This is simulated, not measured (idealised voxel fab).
The following process module bears the name voxel double patterning.
Displayed cross-section: cut, width of 275 nm, square cells sized 5 nm.
In what follows, cross-sections appear as grids of square cells, described through bands that run from the top down, where every band is one or more rows of cells.
Top, bottom (nm), then materials left to right with widths (nm); lone material tagged "all across" fills the whole band edge to edge; "empty" = empty space.
Measure heights from 0. That's the level where, below it, the as-received wafer is all one material. The lowest band is bottomless and extends downward; write it as in "top 0, no bottom".
It should be noted that a width expressed as "30..40" varies in equal increments from row to row of cells within the band, taking the value of the first number at the top row and that of the second number at the bottom row.
Any step labelled "nothing got changed" changed none of the cells in the cross-section.
The entry "Unvented internal voids" lists the empty spaces that cover at least 8 cells and have no open path to the top. Each is written as width x height at distance, where the distance is measured from the left edge and all three values are in nm.
Note: text after step settings on the step line = simulator remark on that step.
overlay nm: mask offset rightward from planned place, masked step; negative means leftward offset.
Below you will find pairs of cross-sections. In each, one shows the wafer before one process step and the other after it, with the after view ending at the lowest band that changed. Under each pair is the step separating them, along with its settings. Do not assume the pairs form a chain: they can come from different runs of this module on the same starting wafer, and a pair continues from the pair above it only when its "Pre-processing view" entry says so.

### Pre-processing view
	top 0, no bottom | Si all across
	Unvented internal voids: none

### Structure After Step
	top 10, bottom 0 | SiO2 all across
	Unchanged below 0.
	Unvented internal voids: none
Step between the cross-sections above: CONFORMAL_DEP with material SiO2, thk nm 10

Pre-processing view: = after-state of the pair above.

### Structure After Step
	top 25, bottom 10 | W all across
	Unchanged below 10.
	Unvented internal voids: none
Step between the cross-sections above: DIRECTIONAL_DEP with material W, thk nm 15

Pre-processing view: = after-state of the pair above.

### Structure After Step
	top 30, bottom 25 | SiCN all across
	Unchanged below 25.
	Unvented internal voids: none
Step between the cross-sections above: DIRECTIONAL_DEP with material SiCN, thk nm 5

Pre-processing view: = after-state of the pair above.

### Structure After Step
	top 45, bottom 30 | resist 80 nm  empty 15 nm  resist 35 nm  empty 15 nm  resist 35 nm  empty 15 nm  resist 80 nm
	Unchanged below 30.
	Unvented internal voids: none
Step between the cross-sections above: PATTERN with tone open, mask id FIRST, material resist, width nm 15, pitch nm 50, thk nm 15, overlay nm 0

Pre-processing view: = after-state of the pair above.

### Structure After Step
	top 45, bottom 30 | resist 80 nm  empty 15 nm  resist 35 nm  empty 15 nm  resist 35 nm  empty 15 nm  resist 80 nm
	top 30, bottom 25 | SiCN 80 nm  empty 15 nm  SiCN 35 nm  empty 15 nm  SiCN 35 nm  empty 15 nm  SiCN 80 nm
	Unchanged below 25.
	Unvented internal voids: none
Step between the cross-sections above: DIRECTIONAL_ETCH with etch materials SiCN, depth nm 5

Pre-processing view: = after-state of the pair above.

### Structure After Step
	top 30, bottom 25 | SiCN 80 nm  empty 15 nm  SiCN 35 nm  empty 15 nm  SiCN 35 nm  empty 15 nm  SiCN 80 nm
	Unchanged below 25.
	Unvented internal voids: none
Step between the cross-sections above: STRIP with etch materials resist

Pre-processing view: = after-state of the pair above.

### Structure After Step
	top 45, bottom 30 | resist 105 nm  empty 15 nm  resist 35 nm  empty 15 nm  resist 105 nm
	top 30, bottom 25 | SiCN 80 nm  resist 15 nm  SiCN 35 nm  resist 15 nm  SiCN 35 nm  resist 15 nm  SiCN 80 nm
	Unchanged below 25.
	Unvented internal voids: none
Step between the cross-sections above: PATTERN with tone open, mask id SECOND, material resist, width nm 15, pitch nm 50, thk nm 15, overlay nm 0

Pre-processing view: = after-state of the pair above.

### Structure After Step
	top 45, bottom 30 | resist 105 nm  empty 15 nm  resist 35 nm  empty 15 nm  resist 105 nm
	top 30, bottom 25 | SiCN 80 nm  resist 15 nm  SiCN 10 nm  empty 15 nm  SiCN 10 nm  resist 15 nm  SiCN 10 nm  empty 15 nm  SiCN 10 nm  resist 15 nm  SiCN 80 nm
	Unchanged below 25.
	Unvented internal voids: none
Step between the cross-sections above: DIRECTIONAL_ETCH with etch materials SiCN, depth nm 5

Pre-processing view: = after-state of the pair above.

### Structure After Step
	top 30, bottom 25 | SiCN 80 nm  empty 15 nm  SiCN 10 nm  empty 15 nm  SiCN 10 nm  empty 15 nm  SiCN 10 nm  empty 15 nm  SiCN 10 nm  empty 15 nm  SiCN 80 nm
	Unchanged below 25.
	Unvented internal voids: none
Step between the cross-sections above: STRIP with etch materials resist

Pre-processing view: = after-state of the pair above.

### Structure After Step
	top 30, bottom 25 | SiCN 80 nm  empty 15 nm  SiCN 10 nm  empty 15 nm  SiCN 10 nm  empty 15 nm  SiCN 10 nm  empty 15 nm  SiCN 10 nm  empty 15 nm  SiCN 80 nm
	top 25, bottom 10 | W 80 nm  empty 15 nm  W 10 nm  empty 15 nm  W 10 nm  empty 15 nm  W 10 nm  empty 15 nm  W 10 nm  empty 15 nm  W 80 nm
	Unchanged below 10.
	Unvented internal voids: none
Step between the cross-sections above: DIRECTIONAL_ETCH with etch materials W, depth nm 15

Pre-processing view: = after-state of the pair above.

### Structure After Step
	top 25, bottom 10 | W 80 nm  empty 15 nm  W 10 nm  empty 15 nm  W 10 nm  empty 15 nm  W 10 nm  empty 15 nm  W 10 nm  empty 15 nm  W 80 nm
	Unchanged below 10.
	Unvented internal voids: none
Step between the cross-sections above: STRIP with etch materials SiCN

### Pre-processing view
	top 25, bottom 10 | W all across
	top 10, bottom 0 | SiO2 all across
	top 0, no bottom | Si all across
	Unvented internal voids: none

### Structure After Step
	top 40, bottom 10 | W all across
	Unchanged below 10.
	Unvented internal voids: none
Step between the cross-sections above: DIRECTIONAL_DEP with material W, thk nm 15

Pre-processing view: = after-state of the pair above.

### Structure After Step
	top 45, bottom 40 | SiCN all across
	Unchanged below 40.
	Unvented internal voids: none
Step between the cross-sections above: DIRECTIONAL_DEP with material SiCN, thk nm 5

Pre-processing view: = after-state of the pair above.

### Structure After Step
	top 60, bottom 45 | resist 80 nm  empty 15 nm  resist 35 nm  empty 15 nm  resist 35 nm  empty 15 nm  resist 80 nm
	Unchanged below 45.
	Unvented internal voids: none
Step between the cross-sections above: PATTERN with tone open, mask id FIRST, material resist, width nm 15, pitch nm 50, thk nm 15, overlay nm 0

Pre-processing view: = after-state of the pair above.

### Structure After Step
	top 60, bottom 45 | resist 80 nm  empty 15 nm  resist 35 nm  empty 15 nm  resist 35 nm  empty 15 nm  resist 80 nm
	top 45, bottom 40 | SiCN 80 nm  empty 15 nm  SiCN 35 nm  empty 15 nm  SiCN 35 nm  empty 15 nm  SiCN 80 nm
	Unchanged below 40.
	Unvented internal voids: none
Step between the cross-sections above: DIRECTIONAL_ETCH with etch materials SiCN, depth nm 5

Pre-processing view: = after-state of the pair above.

### Structure After Step
	top 45, bottom 40 | SiCN 80 nm  empty 15 nm  SiCN 35 nm  empty 15 nm  SiCN 35 nm  empty 15 nm  SiCN 80 nm
	Unchanged below 40.
	Unvented internal voids: none
Step between the cross-sections above: STRIP with etch materials resist

Pre-processing view: = after-state of the pair above.

### Structure After Step
	top 60, bottom 45 | resist 105 nm  empty 15 nm  resist 35 nm  empty 15 nm  resist 105 nm
	top 45, bottom 40 | SiCN 80 nm  resist 15 nm  SiCN 35 nm  resist 15 nm  SiCN 35 nm  resist 15 nm  SiCN 80 nm
	Unchanged below 40.
	Unvented internal voids: none
Step between the cross-sections above: PATTERN with tone open, mask id SECOND, material resist, width nm 15, pitch nm 50, thk nm 15, overlay nm 0

Pre-processing view: = after-state of the pair above.

### Structure After Step
	top 60, bottom 45 | resist 105 nm  empty 15 nm  resist 35 nm  empty 15 nm  resist 105 nm
	top 45, bottom 40 | SiCN 80 nm  resist 15 nm  SiCN 10 nm  empty 15 nm  SiCN 10 nm  resist 15 nm  SiCN 10 nm  empty 15 nm  SiCN 10 nm  resist 15 nm  SiCN 80 nm
	Unchanged below 40.
	Unvented internal voids: none
Step between the cross-sections above: DIRECTIONAL_ETCH with etch materials SiCN, depth nm 5

Pre-processing view: = after-state of the pair above.

### Structure After Step
	top 45, bottom 40 | SiCN 80 nm  empty 15 nm  SiCN 10 nm  empty 15 nm  SiCN 10 nm  empty 15 nm  SiCN 10 nm  empty 15 nm  SiCN 10 nm  empty 15 nm  SiCN 80 nm
	Unchanged below 40.
	Unvented internal voids: none
Step between the cross-sections above: STRIP with etch materials resist

Pre-processing view: = after-state of the pair above.

### Structure After Step
	top 45, bottom 40 | SiCN 80 nm  empty 15 nm  SiCN 10 nm  empty 15 nm  SiCN 10 nm  empty 15 nm  SiCN 10 nm  empty 15 nm  SiCN 10 nm  empty 15 nm  SiCN 80 nm
	top 40, bottom 25 | W 80 nm  empty 15 nm  W 10 nm  empty 15 nm  W 10 nm  empty 15 nm  W 10 nm  empty 15 nm  W 10 nm  empty 15 nm  W 80 nm
	Unchanged below 25.
	Unvented internal voids: none
Step between the cross-sections above: DIRECTIONAL_ETCH with etch materials W, depth nm 15

Pre-processing view: = after-state of the pair above.

### Structure After Step
	top 40, bottom 25 | W 80 nm  empty 15 nm  W 10 nm  empty 15 nm  W 10 nm  empty 15 nm  W 10 nm  empty 15 nm  W 10 nm  empty 15 nm  W 80 nm
	Unchanged below 25.
	Unvented internal voids: none
Step between the cross-sections above: STRIP with etch materials SiCN

### Pre-processing view
	top 0, no bottom | Si all across
	Unvented internal voids: none

### Structure After Step
	top 15, bottom 0 | W all across
	Unchanged below 0.
	Unvented internal voids: none
Step between the cross-sections above: DIRECTIONAL_DEP with material W, thk nm 15

Pre-processing view: = after-state of the pair above.

### Structure After Step
	top 25, bottom 15 | SiO2 all across
	Unchanged below 15.
	Unvented internal voids: none
Step between the cross-sections above: CONFORMAL_DEP with material SiO2, thk nm 10

Pre-processing view: = after-state of the pair above.

### Structure After Step
	top 30, bottom 25 | SiCN all across
	Unchanged below 25.
	Unvented internal voids: none
Step between the cross-sections above: DIRECTIONAL_DEP with material SiCN, thk nm 5

Pre-processing view: = after-state of the pair above.

### Structure After Step
	top 45, bottom 30 | resist 80 nm  empty 15 nm  resist 35 nm  empty 15 nm  resist 35 nm  empty 15 nm  resist 80 nm
	Unchanged below 30.
	Unvented internal voids: none
Step between the cross-sections above: PATTERN with tone open, mask id FIRST, material resist, width nm 15, pitch nm 50, thk nm 15, overlay nm 0

Pre-processing view: = after-state of the pair above.

### Structure After Step
	top 45, bottom 30 | resist 80 nm  empty 15 nm  resist 35 nm  empty 15 nm  resist 35 nm  empty 15 nm  resist 80 nm
	top 30, bottom 25 | SiCN 80 nm  empty 15 nm  SiCN 35 nm  empty 15 nm  SiCN 35 nm  empty 15 nm  SiCN 80 nm
	Unchanged below 25.
	Unvented internal voids: none
Step between the cross-sections above: DIRECTIONAL_ETCH with etch materials SiCN, depth nm 5

Pre-processing view: = after-state of the pair above.

### Structure After Step
	top 30, bottom 25 | SiCN 80 nm  empty 15 nm  SiCN 35 nm  empty 15 nm  SiCN 35 nm  empty 15 nm  SiCN 80 nm
	Unchanged below 25.
	Unvented internal voids: none
Step between the cross-sections above: STRIP with etch materials resist

Pre-processing view: = after-state of the pair above.

### Structure After Step
	top 45, bottom 30 | resist 105 nm  empty 15 nm  resist 35 nm  empty 15 nm  resist 105 nm
	top 30, bottom 25 | SiCN 80 nm  resist 15 nm  SiCN 35 nm  resist 15 nm  SiCN 35 nm  resist 15 nm  SiCN 80 nm
	Unchanged below 25.
	Unvented internal voids: none
Step between the cross-sections above: PATTERN with tone open, mask id SECOND, material resist, width nm 15, pitch nm 50, thk nm 15, overlay nm 0

Pre-processing view: = after-state of the pair above.

### Structure After Step
	top 45, bottom 30 | resist 105 nm  empty 15 nm  resist 35 nm  empty 15 nm  resist 105 nm
	top 30, bottom 25 | SiCN 80 nm  resist 15 nm  SiCN 10 nm  empty 15 nm  SiCN 10 nm  resist 15 nm  SiCN 10 nm  empty 15 nm  SiCN 10 nm  resist 15 nm  SiCN 80 nm
	Unchanged below 25.
	Unvented internal voids: none
Step between the cross-sections above: DIRECTIONAL_ETCH with etch materials SiCN, depth nm 5

Pre-processing view: = after-state of the pair above.

### Structure After Step
	top 30, bottom 25 | SiCN 80 nm  empty 15 nm  SiCN 10 nm  empty 15 nm  SiCN 10 nm  empty 15 nm  SiCN 10 nm  empty 15 nm  SiCN 10 nm  empty 15 nm  SiCN 80 nm
	Unchanged below 25.
	Unvented internal voids: none
Step between the cross-sections above: STRIP with etch materials resist

Pre-processing view: = after-state of the pair above.

### Structure After Step
	top 25, bottom 15 | SiO2 all across
	Unchanged below 15.
	Unvented internal voids: none
Step between the cross-sections above: STRIP with etch materials SiCN

### Pre-processing view
	top 30, bottom 25 | SiCN 80 nm  empty 15 nm  SiCN 10 nm  empty 15 nm  SiCN 10 nm  empty 15 nm  SiCN 10 nm  empty 15 nm  SiCN 10 nm  empty 15 nm  SiCN 80 nm
	top 25, bottom 10 | W all across
	top 10, bottom 0 | SiO2 all across
	top 0, no bottom | Si all across
	Unvented internal voids: none

### Structure After Step
	top 30, bottom 25 | SiCN 80 nm  empty 15 nm  SiCN 10 nm  empty 15 nm  SiCN 10 nm  empty 15 nm  SiCN 10 nm  empty 15 nm  SiCN 10 nm  empty 15 nm  SiCN 80 nm
	top 25, bottom 15 | W 80 nm  empty 15 nm  W 10 nm  empty 15 nm  W 10 nm  empty 15 nm  W 10 nm  empty 15 nm  W 10 nm  empty 15 nm  W 80 nm
	Unchanged below 15.
	Unvented internal voids: none
Step between the cross-sections above: DIRECTIONAL_ETCH with etch materials W, depth nm 10

Pre-processing view: = after-state of the pair above.

### Structure After Step
	top 25, bottom 15 | W 80 nm  empty 15 nm  W 10 nm  empty 15 nm  W 10 nm  empty 15 nm  W 10 nm  empty 15 nm  W 10 nm  empty 15 nm  W 80 nm
	Unchanged below 15.
	Unvented internal voids: none
Step between the cross-sections above: STRIP with etch materials SiCN

### Pre-processing view
	top 30, bottom 25 | SiCN all across
	top 25, bottom 10 | W all across
	top 10, bottom 0 | SiO2 all across
	top 0, no bottom | Si all across
	Unvented internal voids: none

### Structure After Step
	top 45, bottom 30 | resist 80 nm  empty 20 nm  resist 30 nm  empty 20 nm  resist 30 nm  empty 20 nm  resist 75 nm
	Unchanged below 30.
	Unvented internal voids: none
Step between the cross-sections above: PATTERN with tone open, mask id FIRST, material resist, width nm 20, pitch nm 50, thk nm 15, overlay nm 0

Pre-processing view: = after-state of the pair above.

### Structure After Step
	top 45, bottom 30 | resist 80 nm  empty 20 nm  resist 30 nm  empty 20 nm  resist 30 nm  empty 20 nm  resist 75 nm
	top 30, bottom 25 | SiCN 80 nm  empty 20 nm  SiCN 30 nm  empty 20 nm  SiCN 30 nm  empty 20 nm  SiCN 75 nm
	Unchanged below 25.
	Unvented internal voids: none
Step between the cross-sections above: DIRECTIONAL_ETCH with etch materials SiCN, depth nm 5

Pre-processing view: = after-state of the pair above.

### Structure After Step
	top 30, bottom 25 | SiCN 80 nm  empty 20 nm  SiCN 30 nm  empty 20 nm  SiCN 30 nm  empty 20 nm  SiCN 75 nm
	Unchanged below 25.
	Unvented internal voids: none
Step between the cross-sections above: STRIP with etch materials resist

Pre-processing view: = after-state of the pair above.

### Structure After Step
	top 45, bottom 30 | resist 105 nm  empty 15 nm  resist 35 nm  empty 15 nm  resist 105 nm
	top 30, bottom 25 | SiCN 80 nm  resist 20 nm  SiCN 30 nm  resist 20 nm  SiCN 30 nm  resist 20 nm  SiCN 75 nm
	Unchanged below 25.
	Unvented internal voids: none
Step between the cross-sections above: PATTERN with tone open, mask id SECOND, material resist, width nm 15, pitch nm 50, thk nm 15, overlay nm 0

Pre-processing view: = after-state of the pair above.

### Structure After Step
	top 45, bottom 30 | resist 105 nm  empty 15 nm  resist 35 nm  empty 15 nm  resist 105 nm
	top 30, bottom 25 | SiCN 80 nm  resist 20 nm  SiCN 5 nm  empty 15 nm  SiCN 10 nm  resist 20 nm  SiCN 5 nm  empty 15 nm  SiCN 10 nm  resist 20 nm  SiCN 75 nm
	Unchanged below 25.
	Unvented internal voids: none
Step between the cross-sections above: DIRECTIONAL_ETCH with etch materials SiCN, depth nm 5

Pre-processing view: = after-state of the pair above.

### Structure After Step
	top 30, bottom 25 | SiCN 80 nm  empty 20 nm  SiCN 5 nm  empty 15 nm  SiCN 10 nm  empty 20 nm  SiCN 5 nm  empty 15 nm  SiCN 10 nm  empty 20 nm  SiCN 75 nm
	Unchanged below 25.
	Unvented internal voids: none
Step between the cross-sections above: STRIP with etch materials resist

Pre-processing view: = after-state of the pair above.

### Structure After Step
	top 30, bottom 25 | SiCN 80 nm  empty 20 nm  SiCN 5 nm  empty 15 nm  SiCN 10 nm  empty 20 nm  SiCN 5 nm  empty 15 nm  SiCN 10 nm  empty 20 nm  SiCN 75 nm
	top 25, bottom 10 | W 80 nm  empty 20 nm  W 5 nm  empty 15 nm  W 10 nm  empty 20 nm  W 5 nm  empty 15 nm  W 10 nm  empty 20 nm  W 75 nm
	Unchanged below 10.
	Unvented internal voids: none
Step between the cross-sections above: DIRECTIONAL_ETCH with etch materials W, depth nm 15

Pre-processing view: = after-state of the pair above.

### Structure After Step
	top 25, bottom 10 | W 80 nm  empty 20 nm  W 5 nm  empty 15 nm  W 10 nm  empty 20 nm  W 5 nm  empty 15 nm  W 10 nm  empty 20 nm  W 75 nm
	Unchanged below 10.
	Unvented internal voids: none
Step between the cross-sections above: STRIP with etch materials SiCN

### Pre-processing view
	top 30, bottom 25 | SiCN all across
	top 25, bottom 10 | W all across
	top 10, bottom 0 | SiO2 all across
	top 0, no bottom | Si all across
	Unvented internal voids: none

### Structure After Step
	top 45, bottom 30 | resist 75 nm  empty 15 nm  resist 35 nm  empty 15 nm  resist 35 nm  empty 15 nm  resist 85 nm
	Unchanged below 30.
	Unvented internal voids: none
Step between the cross-sections above: PATTERN with tone open, mask id FIRST, material resist, width nm 15, pitch nm 50, thk nm 15, overlay nm -5

Pre-processing view: = after-state of the pair above.

### Structure After Step
	top 45, bottom 30 | resist 75 nm  empty 15 nm  resist 35 nm  empty 15 nm  resist 35 nm  empty 15 nm  resist 85 nm
	top 30, bottom 25 | SiCN 75 nm  empty 15 nm  SiCN 35 nm  empty 15 nm  SiCN 35 nm  empty 15 nm  SiCN 85 nm
	Unchanged below 25.
	Unvented internal voids: none
Step between the cross-sections above: DIRECTIONAL_ETCH with etch materials SiCN, depth nm 5

Pre-processing view: = after-state of the pair above.

### Structure After Step
	top 30, bottom 25 | SiCN 75 nm  empty 15 nm  SiCN 35 nm  empty 15 nm  SiCN 35 nm  empty 15 nm  SiCN 85 nm
	Unchanged below 25.
	Unvented internal voids: none
Step between the cross-sections above: STRIP with etch materials resist

Pre-processing view: = after-state of the pair above.

### Structure After Step
	top 45, bottom 30 | resist 105 nm  empty 15 nm  resist 35 nm  empty 15 nm  resist 105 nm
	top 30, bottom 25 | SiCN 75 nm  resist 15 nm  SiCN 35 nm  resist 15 nm  SiCN 35 nm  resist 15 nm  SiCN 85 nm
	Unchanged below 25.
	Unvented internal voids: none
Step between the cross-sections above: PATTERN with tone open, mask id SECOND, material resist, width nm 15, pitch nm 50, thk nm 15, overlay nm 0

Pre-processing view: = after-state of the pair above.

### Structure After Step
	top 45, bottom 30 | resist 105 nm  empty 15 nm  resist 35 nm  empty 15 nm  resist 105 nm
	top 30, bottom 25 | SiCN 75 nm  resist 15 nm  SiCN 15 nm  empty 15 nm  SiCN 5 nm  resist 15 nm  SiCN 15 nm  empty 15 nm  SiCN 5 nm  resist 15 nm  SiCN 85 nm
	Unchanged below 25.
	Unvented internal voids: none
Step between the cross-sections above: DIRECTIONAL_ETCH with etch materials SiCN, depth nm 5

Pre-processing view: = after-state of the pair above.

### Structure After Step
	top 30, bottom 25 | SiCN 75 nm  empty 15 nm  SiCN 15 nm  empty 15 nm  SiCN 5 nm  empty 15 nm  SiCN 15 nm  empty 15 nm  SiCN 5 nm  empty 15 nm  SiCN 85 nm
	Unchanged below 25.
	Unvented internal voids: none
Step between the cross-sections above: STRIP with etch materials resist

Pre-processing view: = after-state of the pair above.

### Structure After Step
	top 30, bottom 25 | SiCN 75 nm  empty 15 nm  SiCN 15 nm  empty 15 nm  SiCN 5 nm  empty 15 nm  SiCN 15 nm  empty 15 nm  SiCN 5 nm  empty 15 nm  SiCN 85 nm
	top 25, bottom 10 | W 75 nm  empty 15 nm  W 15 nm  empty 15 nm  W 5 nm  empty 15 nm  W 15 nm  empty 15 nm  W 5 nm  empty 15 nm  W 85 nm
	Unchanged below 10.
	Unvented internal voids: none
Step between the cross-sections above: DIRECTIONAL_ETCH with etch materials W, depth nm 15

Pre-processing view: = after-state of the pair above.

### Structure After Step
	top 25, bottom 10 | W 75 nm  empty 15 nm  W 15 nm  empty 15 nm  W 5 nm  empty 15 nm  W 15 nm  empty 15 nm  W 5 nm  empty 15 nm  W 85 nm
	Unchanged below 10.
	Unvented internal voids: none
Step between the cross-sections above: STRIP with etch materials SiCN

### Pre-processing view
	top 25, bottom 10 | W all across
	top 10, bottom 0 | SiO2 all across
	top 0, no bottom | Si all across
	Unvented internal voids: none

### Structure After Step
	top 30, bottom 10 | W all across
	Unchanged below 10.
	Unvented internal voids: none
Step between the cross-sections above: DIRECTIONAL_DEP with material W, thk nm 5

Pre-processing view: = after-state of the pair above.

### Structure After Step
	top 45, bottom 30 | resist 80 nm  empty 15 nm  resist 35 nm  empty 15 nm  resist 35 nm  empty 15 nm  resist 80 nm
	Unchanged below 30.
	Unvented internal voids: none
Step between the cross-sections above: PATTERN with tone open, mask id FIRST, material resist, width nm 15, pitch nm 50, thk nm 15, overlay nm 0

Pre-processing view: = after-state of the pair above.

### Structure After Step
	top 30, bottom 10 | W all across
	Unchanged below 10.
	Unvented internal voids: none
Step between the cross-sections above: STRIP with etch materials resist

Pre-processing view: = after-state of the pair above.

### Structure After Step
	top 45, bottom 30 | resist 105 nm  empty 15 nm  resist 35 nm  empty 15 nm  resist 105 nm
	Unchanged below 30.
	Unvented internal voids: none
Step between the cross-sections above: PATTERN with tone open, mask id SECOND, material resist, width nm 15, pitch nm 50, thk nm 15, overlay nm 0

Pre-processing view: = after-state of the pair above.

### Structure After Step
	top 30, bottom 10 | W all across
	Unchanged below 10.
	Unvented internal voids: none
Step between the cross-sections above: STRIP with etch materials resist

Pre-processing view: = after-state of the pair above.

### Structure After Step
	top 15, bottom 10 | W all across
	Unchanged below 10.
	Unvented internal voids: none
Step between the cross-sections above: DIRECTIONAL_ETCH with etch materials W, depth nm 15

### Pre-processing view
	top 30, bottom 25 | SiCN 80 nm  empty 15 nm  SiCN 35 nm  empty 15 nm  SiCN 35 nm  empty 15 nm  SiCN 80 nm
	top 25, bottom 10 | W all across
	top 10, bottom 0 | SiO2 all across
	top 0, no bottom | Si all across
	Unvented internal voids: none

### Structure After Step
	top 45, bottom 30 | empty 105 nm  resist 15 nm  empty 35 nm  resist 15 nm  empty 105 nm
	Unchanged below 30.
	Unvented internal voids: none
Step between the cross-sections above: PATTERN with tone cover, mask id SECOND, material resist, width nm 15, pitch nm 50, thk nm 15, overlay nm 0

Pre-processing view: = after-state of the pair above.

### Structure After Step
	top 45, bottom 30 | empty 105 nm  resist 15 nm  empty 35 nm  resist 15 nm  empty 105 nm
	top 30, bottom 25 | empty 105 nm  SiCN 15 nm  empty 35 nm  SiCN 15 nm  empty 105 nm
	Unchanged below 25.
	Unvented internal voids: none
Step between the cross-sections above: DIRECTIONAL_ETCH with etch materials SiCN, depth nm 5

Pre-processing view: = after-state of the pair above.

### Structure After Step
	top 30, bottom 25 | empty 105 nm  SiCN 15 nm  empty 35 nm  SiCN 15 nm  empty 105 nm
	Unchanged below 25.
	Unvented internal voids: none
Step between the cross-sections above: STRIP with etch materials resist

Pre-processing view: = after-state of the pair above.

### Structure After Step
	top 30, bottom 25 | empty 105 nm  SiCN 15 nm  empty 35 nm  SiCN 15 nm  empty 105 nm
	top 25, bottom 10 | empty 105 nm  W 15 nm  empty 35 nm  W 15 nm  empty 105 nm
	Unchanged below 10.
	Unvented internal voids: none
Step between the cross-sections above: DIRECTIONAL_ETCH with etch materials W, depth nm 15

Pre-processing view: = after-state of the pair above.

### Structure After Step
	top 25, bottom 10 | empty 105 nm  W 15 nm  empty 35 nm  W 15 nm  empty 105 nm
	Unchanged below 10.
	Unvented internal voids: none
Step between the cross-sections above: STRIP with etch materials SiCN
